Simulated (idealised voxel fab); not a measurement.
voxel transistor to metal: a process module
The figure presents cross-section cut, which has a width of 250 nm and is divided into square cells with an edge length of 5 nm.
The cross-sections in this document take the form of a grid made of square cells. They are written out as bands, in order from top to bottom. Each band consists of one or more rows of cells. First you get the band's top height and its bottom height, in nm, and then the materials it's made of, left to right, with each width in nm. If you see a single material with "full width", that one covers the band edge to edge. "empty" is empty space. Beneath 0, the wafer as received is one material, and that level is where height counting begins. The lowest band goes on downward without a bottom; it is written like "0 -> down". Graded width ("30 to 40"): value in top row of band = first number; value in bottom row = second number; row-to-row change constant. Given "nothing changed" for a step, no cell of the cross-section differs between before and after that step. So "Closed void roster" is basically the list of trapped voids: any empty space of 8 cells or more that can't reach the top through an opening. They're written width x height at distance, the distance being from the left edge, and it's all nm. It should be noted that, on the line of a given step, the content following the step's settings is a remark produced by the simulator itself with respect to that step. "overlay nm" on a masked step: distance the mask lay right of its planned place, negative for left.
## Steps in the process plan
step 1: RECEIVE [material Si]
step 2: CONFORMAL_DEP [material SiO2] [thk nm 5]
step 3: CONFORMAL_DEP [material SiN] [thk nm 15]
step 4: MASKED_ETCH [tone cover] [mask id ACTIVE] [width nm 85] [pitch nm 115] [etch materials SiN] [depth nm 15] [overlay nm 0]
step 5: MASKED_ETCH [tone cover] [mask id ACTIVE] [width nm 85] [pitch nm 115] [etch materials SiO2] [depth nm 5] [overlay nm 0]
step 6: MASKED_ETCH [tone cover] [mask id ACTIVE] [width nm 85] [pitch nm 115] [etch materials Si] [depth nm 20] [overlay nm 0]
step 7: OXIDIZE [depth nm 5]
step 8: FILL_DEP [material SiO2] [thk nm 5]
step 9: CMP [height nm 20]
step 10: SELECTIVE_ETCH [etch materials SiO2] [depth nm 15]
step 11: STRIP [etch materials SiN]
step 12: SELECTIVE_ETCH [etch materials SiO2] [depth nm 5]
step 13: OXIDIZE [depth nm 5]
step 14: DIRECTIONAL_DEP [material polySi] [thk nm 30]
step 15: DIRECTIONAL_DEP [material SiCN] [thk nm 15]
step 16: PATTERN [tone cover] [mask id GATE] [material resist] [width nm 15] [pitch nm 115] [thk nm 20] [overlay nm 0]
step 17: DIRECTIONAL_ETCH [etch materials SiCN] [depth nm 25]
step 18: DIRECTIONAL_ETCH [etch materials polySi] [depth nm 40]
step 19: STRIP [etch materials resist]
step 20: CONFORMAL_DEP [material SiN] [thk nm 5]
step 21: DIRECTIONAL_ETCH [etch materials SiN] [depth nm 5]
step 22: DIRECTIONAL_ETCH [etch materials SiO2] [depth nm 5]
step 23: DIRECTIONAL_ETCH [etch materials Si] [depth nm 10]
step 24: EPI [material nSi] [thk nm 10]
step 25: FILL_DEP [material SiO2] [thk nm 10]
step 26: CMP [height nm 45]
step 27: DIRECTIONAL_DEP [material SiO2] [thk nm 15]
step 28: PATTERN [tone open] [mask id CONTACT] [material resist] [width nm 15] [thk nm 15] [overlay nm 0]
step 29: DIRECTIONAL_ETCH [etch materials SiO2] [depth nm 65]
step 30: STRIP [etch materials resist]
step 31: CONFORMAL_DEP [material TiN] [thk nm 5]
step 32: FILL_DEP [material W] [thk nm 5]
step 33: CMP [height nm 60]
step 34: DIRECTIONAL_DEP [material TiN] [thk nm 5]
step 35: DIRECTIONAL_DEP [material W] [thk nm 15]
step 36: DIRECTIONAL_DEP [material aC] [thk nm 10]
step 37: PATTERN [tone cover] [mask id METAL_1] [material resist] [width nm 15] [thk nm 25] [overlay nm 0]
step 38: DIRECTIONAL_ETCH [etch materials aC] [depth nm 10]
step 39: STRIP [etch materials resist]
step 40: DIRECTIONAL_ETCH [etch materials W] [depth nm 15]
step 41: DIRECTIONAL_ETCH [etch materials TiN] [depth nm 5]
step 42: STRIP [etch materials aC]
step 43: CONFORMAL_DEP [material SiCN] [thk nm 5]
step 44: FILL_DEP [material lowk] [thk nm 10]
step 45: CMP [height nm 80]
step 46: CONFORMAL_DEP [material SiCN] [thk nm 5]
## First of the two wafers, run per plan
## Cross-section of the wafer upon arrival, representing the state reached after step 1
    0 -> down: Si full width
    Closed void roster: none
## Once step 2 is through, the wafer looks like this in cross-section
    5 -> 0: SiO2 full width
    At heights below 0, the structure remains unaltered.
## Once step 3 is through, the wafer looks like this in cross-section
    20 -> 5: SiN full width
    At heights below 5, the structure remains unaltered.
## Once step 4 is through, the wafer looks like this in cross-section
    20 -> 5: empty 25; SiN 85; empty 30; SiN 85; empty 25
    At heights below 5, the structure remains unaltered.
## Once step 5 is through, the wafer looks like this in cross-section
    20 -> 5: empty 25; SiN 85; empty 30; SiN 85; empty 25
    5 -> 0: empty 25; SiO2 85; empty 30; SiO2 85; empty 25
    At heights below 0, the structure remains unaltered.
## Once step 6 is through, the wafer looks like this in cross-section
    20 -> 5: empty 25; SiN 85; empty 30; SiN 85; empty 25
    5 -> 0: empty 25; SiO2 85; empty 30; SiO2 85; empty 25
    0 -> -20: empty 25; Si 85; empty 30; Si 85; empty 25
    At heights below -20, the structure remains unaltered.
## Once step 7 is through, the wafer looks like this in cross-section
    20 -> 5: empty 25; SiN 85; empty 30; SiN 85; empty 25
    5 -> 0: empty 25; SiO2 85; empty 30; SiO2 85; empty 25
    0 -> -20: empty 25; SiO2 5; Si 75; SiO2 5; empty 30; SiO2 5; Si 75; SiO2 5; empty 25
    -20 -> -25: SiO2 30; Si 75; SiO2 40; Si 75; SiO2 30
    At heights below -25, the structure remains unaltered.
## Once step 8 is through, the wafer looks like this in cross-section
    25 -> 20: SiO2 full width
    20 -> 5: SiO2 25; SiN 85; SiO2 30; SiN 85; SiO2 25
    5 -> 0: SiO2 full width
    0 -> -25: SiO2 30; Si 75; SiO2 40; Si 75; SiO2 30
    At heights below -25, the structure remains unaltered.
## Once step 9 is through, the wafer looks like this in cross-section
    20 -> 5: SiO2 25; SiN 85; SiO2 30; SiN 85; SiO2 25
    At heights below 5, the structure remains unaltered.
## Once step 10 is through, the wafer looks like this in cross-section
    20 -> 5: empty 25; SiN 85; empty 30; SiN 85; empty 25
    At heights below 5, the structure remains unaltered.
## Once step 11 is through, the wafer looks like this in cross-section
    5 -> 0: SiO2 full width
    At heights below 0, the structure remains unaltered.
## Once step 12 is through, the wafer looks like this in cross-section
    0 -> -25: SiO2 30; Si 75; SiO2 40; Si 75; SiO2 30
    At heights below -25, the structure remains unaltered.
## Once step 13 is through, the wafer looks like this in cross-section
    0 -> -5: SiO2 full width
    At heights below -5, the structure remains unaltered.
## Once step 14 is through, the wafer looks like this in cross-section
    30 -> 0: polySi full width
    At heights below 0, the structure remains unaltered.
## Once step 15 is through, the wafer looks like this in cross-section
    45 -> 30: SiCN full width
    At heights below 30, the structure remains unaltered.
## Once step 16 is through, the wafer looks like this in cross-section
    65 -> 45: empty 60; resist 15; empty 100; resist 15; empty 60
    At heights below 45, the structure remains unaltered.
## Once step 17 is through, the wafer looks like this in cross-section
    65 -> 45: empty 60; resist 15; empty 100; resist 15; empty 60
    45 -> 30: empty 60; SiCN 15; empty 100; SiCN 15; empty 60
    At heights below 30, the structure remains unaltered.
## Once step 18 is through, the wafer looks like this in cross-section
    65 -> 45: empty 60; resist 15; empty 100; resist 15; empty 60
    45 -> 30: empty 60; SiCN 15; empty 100; SiCN 15; empty 60
    30 -> 0: empty 60; polySi 15; empty 100; polySi 15; empty 60
    At heights below 0, the structure remains unaltered.
## Once step 19 is through, the wafer looks like this in cross-section
    45 -> 30: empty 60; SiCN 15; empty 100; SiCN 15; empty 60
    At heights below 30, the structure remains unaltered.
## Once step 20 is through, the wafer looks like this in cross-section
    50 -> 45: empty 55; SiN 25; empty 90; SiN 25; empty 55
    45 -> 30: empty 55; SiN 5; SiCN 15; SiN 5; empty 90; SiN 5; SiCN 15; SiN 5; empty 55
    30 -> 5: empty 55; SiN 5; polySi 15; SiN 5; empty 90; SiN 5; polySi 15; SiN 5; empty 55
    5 -> 0: SiN 60; polySi 15; SiN 100; polySi 15; SiN 60
    At heights below 0, the structure remains unaltered.
## Once step 21 is through, the wafer looks like this in cross-section
    45 -> 30: empty 55; SiN 5; SiCN 15; SiN 5; empty 90; SiN 5; SiCN 15; SiN 5; empty 55
    30 -> 0: empty 55; SiN 5; polySi 15; SiN 5; empty 90; SiN 5; polySi 15; SiN 5; empty 55
    At heights below 0, the structure remains unaltered.
## Once step 22 is through, the wafer looks like this in cross-section
    45 -> 30: empty 55; SiN 5; SiCN 15; SiN 5; empty 90; SiN 5; SiCN 15; SiN 5; empty 55
    30 -> 0: empty 55; SiN 5; polySi 15; SiN 5; empty 90; SiN 5; polySi 15; SiN 5; empty 55
    0 -> -5: empty 55; SiO2 25; empty 90; SiO2 25; empty 55
    At heights below -5, the structure remains unaltered.
## Once step 23 is through, the wafer looks like this in cross-section
    45 -> 30: empty 55; SiN 5; SiCN 15; SiN 5; empty 90; SiN 5; SiCN 15; SiN 5; empty 55
    30 -> 0: empty 55; SiN 5; polySi 15; SiN 5; empty 90; SiN 5; polySi 15; SiN 5; empty 55
    0 -> -5: empty 55; SiO2 25; empty 90; SiO2 25; empty 55
    -5 -> -15: SiO2 30; empty 25; Si 25; empty 25; SiO2 40; empty 25; Si 25; empty 25; SiO2 30
    At heights below -15, the structure remains unaltered.
## Once step 24 is through, the wafer looks like this in cross-section
    45 -> 30: empty 55; SiN 5; SiCN 15; SiN 5; empty 90; SiN 5; SiCN 15; SiN 5; empty 55
    30 -> 5: empty 55; SiN 5; polySi 15; SiN 5; empty 90; SiN 5; polySi 15; SiN 5; empty 55
    5 -> 0: empty 45; nSi 10; SiN 5; polySi 15; SiN 5; nSi 10; empty 70; nSi 10; SiN 5; polySi 15; SiN 5; nSi 10; empty 45
    0 -> -5: empty 45; nSi 10; SiO2 25; nSi 10; empty 70; nSi 10; SiO2 25; nSi 10; empty 45
    -5 -> -15: SiO2 30; nSi 25; Si 25; nSi 25; SiO2 40; nSi 25; Si 25; nSi 25; SiO2 30
    At heights below -15, the structure remains unaltered.
## Once step 25 is through, the wafer looks like this in cross-section
    55 -> 45: SiO2 full width
    45 -> 30: SiO2 55; SiN 5; SiCN 15; SiN 5; SiO2 90; SiN 5; SiCN 15; SiN 5; SiO2 55
    30 -> 5: SiO2 55; SiN 5; polySi 15; SiN 5; SiO2 90; SiN 5; polySi 15; SiN 5; SiO2 55
    5 -> 0: SiO2 45; nSi 10; SiN 5; polySi 15; SiN 5; nSi 10; SiO2 70; nSi 10; SiN 5; polySi 15; SiN 5; nSi 10; SiO2 45
    0 -> -5: SiO2 45; nSi 10; SiO2 25; nSi 10; SiO2 70; nSi 10; SiO2 25; nSi 10; SiO2 45
    At heights below -5, the structure remains unaltered.
## Once step 26 is through, the wafer looks like this in cross-section
    45 -> 30: SiO2 55; SiN 5; SiCN 15; SiN 5; SiO2 90; SiN 5; SiCN 15; SiN 5; SiO2 55
    At heights below 30, the structure remains unaltered.
## Once step 27 is through, the wafer looks like this in cross-section
    60 -> 45: SiO2 full width
    At heights below 45, the structure remains unaltered.
## Once step 28 is through, the wafer looks like this in cross-section
    75 -> 60: resist 30; empty 15; resist 45; empty 15; resist 40; empty 15; resist 45; empty 15; resist 30
    At heights below 60, the structure remains unaltered.
## Once step 29 is through, the wafer looks like this in cross-section
    75 -> 60: resist 30; empty 15; resist 45; empty 15; resist 40; empty 15; resist 45; empty 15; resist 30
    60 -> 45: SiO2 30; empty 15; SiO2 45; empty 15; SiO2 40; empty 15; SiO2 45; empty 15; SiO2 30
    45 -> 30: SiO2 30; empty 15; SiO2 10; SiN 5; SiCN 15; SiN 5; SiO2 10; empty 15; SiO2 40; empty 15; SiO2 10; SiN 5; SiCN 15; SiN 5; SiO2 10; empty 15; SiO2 30
    30 -> 5: SiO2 30; empty 15; SiO2 10; SiN 5; polySi 15; SiN 5; SiO2 10; empty 15; SiO2 40; empty 15; SiO2 10; SiN 5; polySi 15; SiN 5; SiO2 10; empty 15; SiO2 30
    5 -> 0: SiO2 30; empty 15; nSi 10; SiN 5; polySi 15; SiN 5; nSi 10; empty 15; SiO2 40; empty 15; nSi 10; SiN 5; polySi 15; SiN 5; nSi 10; empty 15; SiO2 30
    0 -> -5: SiO2 30; empty 15; nSi 10; SiO2 25; nSi 10; empty 15; SiO2 40; empty 15; nSi 10; SiO2 25; nSi 10; empty 15; SiO2 30
    At heights below -5, the structure remains unaltered.
## Once step 30 is through, the wafer looks like this in cross-section
    60 -> 45: SiO2 30; empty 15; SiO2 45; empty 15; SiO2 40; empty 15; SiO2 45; empty 15; SiO2 30
    At heights below 45, the structure remains unaltered.
## Once step 31 is through, the wafer looks like this in cross-section
    65 -> 60: TiN 35; empty 5; TiN 55; empty 5; TiN 50; empty 5; TiN 55; empty 5; TiN 35
    60 -> 45: SiO2 30; TiN 5; empty 5; TiN 5; SiO2 45; TiN 5; empty 5; TiN 5; SiO2 40; TiN 5; empty 5; TiN 5; SiO2 45; TiN 5; empty 5; TiN 5; SiO2 30
    45 -> 30: SiO2 30; TiN 5; empty 5; TiN 5; SiO2 10; SiN 5; SiCN 15; SiN 5; SiO2 10; TiN 5; empty 5; TiN 5; SiO2 40; TiN 5; empty 5; TiN 5; SiO2 10; SiN 5; SiCN 15; SiN 5; SiO2 10; TiN 5; empty 5; TiN 5; SiO2 30
    30 -> 5: SiO2 30; TiN 5; empty 5; TiN 5; SiO2 10; SiN 5; polySi 15; SiN 5; SiO2 10; TiN 5; empty 5; TiN 5; SiO2 40; TiN 5; empty 5; TiN 5; SiO2 10; SiN 5; polySi 15; SiN 5; SiO2 10; TiN 5; empty 5; TiN 5; SiO2 30
    5 -> 0: SiO2 30; TiN 5; empty 5; TiN 5; nSi 10; SiN 5; polySi 15; SiN 5; nSi 10; TiN 5; empty 5; TiN 5; SiO2 40; TiN 5; empty 5; TiN 5; nSi 10; SiN 5; polySi 15; SiN 5; nSi 10; TiN 5; empty 5; TiN 5; SiO2 30
    0 -> -5: SiO2 30; TiN 15; nSi 10; SiO2 25; nSi 10; TiN 15; SiO2 40; TiN 15; nSi 10; SiO2 25; nSi 10; TiN 15; SiO2 30
    At heights below -5, the structure remains unaltered.
## Once step 32 is through, the wafer looks like this in cross-section
    70 -> 65: W full width
    65 -> 60: TiN 35; W 5; TiN 55; W 5; TiN 50; W 5; TiN 55; W 5; TiN 35
    60 -> 45: SiO2 30; TiN 5; W 5; TiN 5; SiO2 45; TiN 5; W 5; TiN 5; SiO2 40; TiN 5; W 5; TiN 5; SiO2 45; TiN 5; W 5; TiN 5; SiO2 30
    45 -> 30: SiO2 30; TiN 5; W 5; TiN 5; SiO2 10; SiN 5; SiCN 15; SiN 5; SiO2 10; TiN 5; W 5; TiN 5; SiO2 40; TiN 5; W 5; TiN 5; SiO2 10; SiN 5; SiCN 15; SiN 5; SiO2 10; TiN 5; W 5; TiN 5; SiO2 30
    30 -> 5: SiO2 30; TiN 5; W 5; TiN 5; SiO2 10; SiN 5; polySi 15; SiN 5; SiO2 10; TiN 5; W 5; TiN 5; SiO2 40; TiN 5; W 5; TiN 5; SiO2 10; SiN 5; polySi 15; SiN 5; SiO2 10; TiN 5; W 5; TiN 5; SiO2 30
    5 -> 0: SiO2 30; TiN 5; W 5; TiN 5; nSi 10; SiN 5; polySi 15; SiN 5; nSi 10; TiN 5; W 5; TiN 5; SiO2 40; TiN 5; W 5; TiN 5; nSi 10; SiN 5; polySi 15; SiN 5; nSi 10; TiN 5; W 5; TiN 5; SiO2 30
    At heights below 0, the structure remains unaltered.
## Once step 33 is through, the wafer looks like this in cross-section
    60 -> 45: SiO2 30; TiN 5; W 5; TiN 5; SiO2 45; TiN 5; W 5; TiN 5; SiO2 40; TiN 5; W 5; TiN 5; SiO2 45; TiN 5; W 5; TiN 5; SiO2 30
    At heights below 45, the structure remains unaltered.
## Once step 34 is through, the wafer looks like this in cross-section
    65 -> 60: TiN full width
    At heights below 60, the structure remains unaltered.
## Once step 35 is through, the wafer looks like this in cross-section
    80 -> 65: W full width
    At heights below 65, the structure remains unaltered.
## Once step 36 is through, the wafer looks like this in cross-section
    90 -> 80: aC full width
    At heights below 80, the structure remains unaltered.
## Once step 37 is through, the wafer looks like this in cross-section
    115 -> 90: empty 30; resist 15; empty 45; resist 15; empty 40; resist 15; empty 45; resist 15; empty 30
    At heights below 90, the structure remains unaltered.
## Once step 38 is through, the wafer looks like this in cross-section
    105 -> 90: empty 30; resist 15; empty 45; resist 15; empty 40; resist 15; empty 45; resist 15; empty 30
    90 -> 80: empty 30; aC 15; empty 45; aC 15; empty 40; aC 15; empty 45; aC 15; empty 30
    At heights below 80, the structure remains unaltered.
## Once step 39 is through, the wafer looks like this in cross-section
    90 -> 80: empty 30; aC 15; empty 45; aC 15; empty 40; aC 15; empty 45; aC 15; empty 30
    At heights below 80, the structure remains unaltered.
## Once step 40 is through, the wafer looks like this in cross-section
    90 -> 80: empty 30; aC 15; empty 45; aC 15; empty 40; aC 15; empty 45; aC 15; empty 30
    80 -> 65: empty 30; W 15; empty 45; W 15; empty 40; W 15; empty 45; W 15; empty 30
    At heights below 65, the structure remains unaltered.
## Once step 41 is through, the wafer looks like this in cross-section
    90 -> 80: empty 30; aC 15; empty 45; aC 15; empty 40; aC 15; empty 45; aC 15; empty 30
    80 -> 65: empty 30; W 15; empty 45; W 15; empty 40; W 15; empty 45; W 15; empty 30
    65 -> 60: empty 30; TiN 15; empty 45; TiN 15; empty 40; TiN 15; empty 45; TiN 15; empty 30
    At heights below 60, the structure remains unaltered.
## Once step 42 is through, the wafer looks like this in cross-section
    80 -> 65: empty 30; W 15; empty 45; W 15; empty 40; W 15; empty 45; W 15; empty 30
    At heights below 65, the structure remains unaltered.
## Once step 43 is through, the wafer looks like this in cross-section
    85 -> 80: empty 25; SiCN 25; empty 35; SiCN 25; empty 30; SiCN 25; empty 35; SiCN 25; empty 25
    80 -> 65: empty 25; SiCN 5; W 15; SiCN 5; empty 35; SiCN 5; W 15; SiCN 5; empty 30; SiCN 5; W 15; SiCN 5; empty 35; SiCN 5; W 15; SiCN 5; empty 25
    65 -> 60: SiCN 30; TiN 15; SiCN 45; TiN 15; SiCN 40; TiN 15; SiCN 45; TiN 15; SiCN 30
    At heights below 60, the structure remains unaltered.
## Once step 44 is through, the wafer looks like this in cross-section
    95 -> 85: lowk full width
    85 -> 80: lowk 25; SiCN 25; lowk 35; SiCN 25; lowk 30; SiCN 25; lowk 35; SiCN 25; lowk 25
    80 -> 65: lowk 25; SiCN 5; W 15; SiCN 5; lowk 35; SiCN 5; W 15; SiCN 5; lowk 30; SiCN 5; W 15; SiCN 5; lowk 35; SiCN 5; W 15; SiCN 5; lowk 25
    At heights below 65, the structure remains unaltered.
## Once step 45 is through, the wafer looks like this in cross-section
    80 -> 65: lowk 25; SiCN 5; W 15; SiCN 5; lowk 35; SiCN 5; W 15; SiCN 5; lowk 30; SiCN 5; W 15; SiCN 5; lowk 35; SiCN 5; W 15; SiCN 5; lowk 25
    At heights below 65, the structure remains unaltered.
## Once step 46 is through, the wafer looks like this in cross-section
    85 -> 80: SiCN full width
    At heights below 80, the structure remains unaltered.
## The Second Wafer: Common Origin and Plan, One Mistake in Execution, Identical to the First Through Step 14
## What the second wafer looks like in cross-section when step 15 should have wrapped up
    60 -> 30: SiCN full width
    At heights below 30, the structure remains unaltered.
## What the second wafer looks like in cross-section when step 16 should have wrapped up
    80 -> 60: empty 60; resist 15; empty 100; resist 15; empty 60
    At heights below 60, the structure remains unaltered.
## What the second wafer looks like in cross-section when step 17 should have wrapped up
    80 -> 60: empty 60; resist 15; empty 100; resist 15; empty 60
    60 -> 35: empty 60; SiCN 15; empty 100; SiCN 15; empty 60
    At heights below 35, the structure remains unaltered.
What the second wafer looks like in cross-section when step 18 should have wrapped up: nothing changed
## What the second wafer looks like in cross-section when step 19 should have wrapped up
    60 -> 35: empty 60; SiCN 15; empty 100; SiCN 15; empty 60
    At heights below 35, the structure remains unaltered.
## What the second wafer looks like in cross-section when step 20 should have wrapped up
    65 -> 60: empty 55; SiN 25; empty 90; SiN 25; empty 55
    60 -> 40: empty 55; SiN 5; SiCN 15; SiN 5; empty 90; SiN 5; SiCN 15; SiN 5; empty 55
    40 -> 35: SiN 60; SiCN 15; SiN 100; SiCN 15; SiN 60
    At heights below 35, the structure remains unaltered.
## What the second wafer looks like in cross-section when step 21 should have wrapped up
    60 -> 35: empty 55; SiN 5; SiCN 15; SiN 5; empty 90; SiN 5; SiCN 15; SiN 5; empty 55
    At heights below 35, the structure remains unaltered.
What the second wafer looks like in cross-section when step 22 should have wrapped up: nothing changed
What the second wafer looks like in cross-section when step 23 should have wrapped up: nothing changed
What the second wafer looks like in cross-section when step 24 should have wrapped up: nothing changed
## What the second wafer looks like in cross-section when step 25 should have wrapped up
    70 -> 60: SiO2 full width
    60 -> 35: SiO2 55; SiN 5; SiCN 15; SiN 5; SiO2 90; SiN 5; SiCN 15; SiN 5; SiO2 55
    At heights below 35, the structure remains unaltered.
## What the second wafer looks like in cross-section when step 26 should have wrapped up
    45 -> 35: SiO2 55; SiN 5; SiCN 15; SiN 5; SiO2 90; SiN 5; SiCN 15; SiN 5; SiO2 55
    At heights below 35, the structure remains unaltered.
## What the second wafer looks like in cross-section when step 27 should have wrapped up
    60 -> 45: SiO2 full width
    At heights below 45, the structure remains unaltered.
## What the second wafer looks like in cross-section when step 28 should have wrapped up
    75 -> 60: resist 30; empty 15; resist 45; empty 15; resist 40; empty 15; resist 45; empty 15; resist 30
    At heights below 60, the structure remains unaltered.
## What the second wafer looks like in cross-section when step 29 should have wrapped up
    75 -> 60: resist 30; empty 15; resist 45; empty 15; resist 40; empty 15; resist 45; empty 15; resist 30
    60 -> 45: SiO2 30; empty 15; SiO2 45; empty 15; SiO2 40; empty 15; SiO2 45; empty 15; SiO2 30
    45 -> 35: SiO2 30; empty 15; SiO2 10; SiN 5; SiCN 15; SiN 5; SiO2 10; empty 15; SiO2 40; empty 15; SiO2 10; SiN 5; SiCN 15; SiN 5; SiO2 10; empty 15; SiO2 30
    At heights below 35, the structure remains unaltered.
## What the second wafer looks like in cross-section when step 30 should have wrapped up
    60 -> 45: SiO2 30; empty 15; SiO2 45; empty 15; SiO2 40; empty 15; SiO2 45; empty 15; SiO2 30
    At heights below 45, the structure remains unaltered.
## What the second wafer looks like in cross-section when step 31 should have wrapped up
    65 -> 60: TiN 35; empty 5; TiN 55; empty 5; TiN 50; empty 5; TiN 55; empty 5; TiN 35
    60 -> 45: SiO2 30; TiN 5; empty 5; TiN 5; SiO2 45; TiN 5; empty 5; TiN 5; SiO2 40; TiN 5; empty 5; TiN 5; SiO2 45; TiN 5; empty 5; TiN 5; SiO2 30
    45 -> 40: SiO2 30; TiN 5; empty 5; TiN 5; SiO2 10; SiN 5; SiCN 15; SiN 5; SiO2 10; TiN 5; empty 5; TiN 5; SiO2 40; TiN 5; empty 5; TiN 5; SiO2 10; SiN 5; SiCN 15; SiN 5; SiO2 10; TiN 5; empty 5; TiN 5; SiO2 30
    40 -> 35: SiO2 30; TiN 15; SiO2 10; SiN 5; SiCN 15; SiN 5; SiO2 10; TiN 15; SiO2 40; TiN 15; SiO2 10; SiN 5; SiCN 15; SiN 5; SiO2 10; TiN 15; SiO2 30
    At heights below 35, the structure remains unaltered.
## What the second wafer looks like in cross-section when step 32 should have wrapped up
    70 -> 65: W full width
    65 -> 60: TiN 35; W 5; TiN 55; W 5; TiN 50; W 5; TiN 55; W 5; TiN 35
    60 -> 45: SiO2 30; TiN 5; W 5; TiN 5; SiO2 45; TiN 5; W 5; TiN 5; SiO2 40; TiN 5; W 5; TiN 5; SiO2 45; TiN 5; W 5; TiN 5; SiO2 30
    45 -> 40: SiO2 30; TiN 5; W 5; TiN 5; SiO2 10; SiN 5; SiCN 15; SiN 5; SiO2 10; TiN 5; W 5; TiN 5; SiO2 40; TiN 5; W 5; TiN 5; SiO2 10; SiN 5; SiCN 15; SiN 5; SiO2 10; TiN 5; W 5; TiN 5; SiO2 30
    At heights below 40, the structure remains unaltered.
## What the second wafer looks like in cross-section when step 33 should have wrapped up
    60 -> 45: SiO2 30; TiN 5; W 5; TiN 5; SiO2 45; TiN 5; W 5; TiN 5; SiO2 40; TiN 5; W 5; TiN 5; SiO2 45; TiN 5; W 5; TiN 5; SiO2 30
    At heights below 45, the structure remains unaltered.
## What the second wafer looks like in cross-section when step 34 should have wrapped up
    65 -> 60: TiN full width
    At heights below 60, the structure remains unaltered.
## What the second wafer looks like in cross-section when step 35 should have wrapped up
    80 -> 65: W full width
    At heights below 65, the structure remains unaltered.
## What the second wafer looks like in cross-section when step 36 should have wrapped up
    90 -> 80: aC full width
    At heights below 80, the structure remains unaltered.
## What the second wafer looks like in cross-section when step 37 should have wrapped up
    115 -> 90: empty 30; resist 15; empty 45; resist 15; empty 40; resist 15; empty 45; resist 15; empty 30
    At heights below 90, the structure remains unaltered.
## What the second wafer looks like in cross-section when step 38 should have wrapped up
    105 -> 90: empty 30; resist 15; empty 45; resist 15; empty 40; resist 15; empty 45; resist 15; empty 30
    90 -> 80: empty 30; aC 15; empty 45; aC 15; empty 40; aC 15; empty 45; aC 15; empty 30
    At heights below 80, the structure remains unaltered.
## What the second wafer looks like in cross-section when step 39 should have wrapped up
    90 -> 80: empty 30; aC 15; empty 45; aC 15; empty 40; aC 15; empty 45; aC 15; empty 30
    At heights below 80, the structure remains unaltered.
## What the second wafer looks like in cross-section when step 40 should have wrapped up
    90 -> 80: empty 30; aC 15; empty 45; aC 15; empty 40; aC 15; empty 45; aC 15; empty 30
    80 -> 65: empty 30; W 15; empty 45; W 15; empty 40; W 15; empty 45; W 15; empty 30
    At heights below 65, the structure remains unaltered.
## What the second wafer looks like in cross-section when step 41 should have wrapped up
    90 -> 80: empty 30; aC 15; empty 45; aC 15; empty 40; aC 15; empty 45; aC 15; empty 30
    80 -> 65: empty 30; W 15; empty 45; W 15; empty 40; W 15; empty 45; W 15; empty 30
    65 -> 60: empty 30; TiN 15; empty 45; TiN 15; empty 40; TiN 15; empty 45; TiN 15; empty 30
    At heights below 60, the structure remains unaltered.
## What the second wafer looks like in cross-section when step 42 should have wrapped up
    80 -> 65: empty 30; W 15; empty 45; W 15; empty 40; W 15; empty 45; W 15; empty 30
    At heights below 65, the structure remains unaltered.
## What the second wafer looks like in cross-section when step 43 should have wrapped up
    85 -> 80: empty 25; SiCN 25; empty 35; SiCN 25; empty 30; SiCN 25; empty 35; SiCN 25; empty 25
    80 -> 65: empty 25; SiCN 5; W 15; SiCN 5; empty 35; SiCN 5; W 15; SiCN 5; empty 30; SiCN 5; W 15; SiCN 5; empty 35; SiCN 5; W 15; SiCN 5; empty 25
    65 -> 60: SiCN 30; TiN 15; SiCN 45; TiN 15; SiCN 40; TiN 15; SiCN 45; TiN 15; SiCN 30
    At heights below 60, the structure remains unaltered.
## What the second wafer looks like in cross-section when step 44 should have wrapped up
    95 -> 85: lowk full width
    85 -> 80: lowk 25; SiCN 25; lowk 35; SiCN 25; lowk 30; SiCN 25; lowk 35; SiCN 25; lowk 25
    80 -> 65: lowk 25; SiCN 5; W 15; SiCN 5; lowk 35; SiCN 5; W 15; SiCN 5; lowk 30; SiCN 5; W 15; SiCN 5; lowk 35; SiCN 5; W 15; SiCN 5; lowk 25
    At heights below 65, the structure remains unaltered.
## What the second wafer looks like in cross-section when step 45 should have wrapped up
    80 -> 65: lowk 25; SiCN 5; W 15; SiCN 5; lowk 35; SiCN 5; W 15; SiCN 5; lowk 30; SiCN 5; W 15; SiCN 5; lowk 35; SiCN 5; W 15; SiCN 5; lowk 25
    At heights below 65, the structure remains unaltered.
## What the second wafer looks like in cross-section when step 46 should have wrapped up
    85 -> 80: SiCN full width
    At heights below 80, the structure remains unaltered.
Diagnosis: heads up, step 15 of the plan got done twice
Materials where the second wafer ends with more or fewer cells than the first: 40 more of Si | 44 more of SiCN | 28 fewer of SiN | 168 fewer of SiO2 | 64 fewer of TiN | 32 fewer of W | 56 fewer of nSi | 264 more of polySi
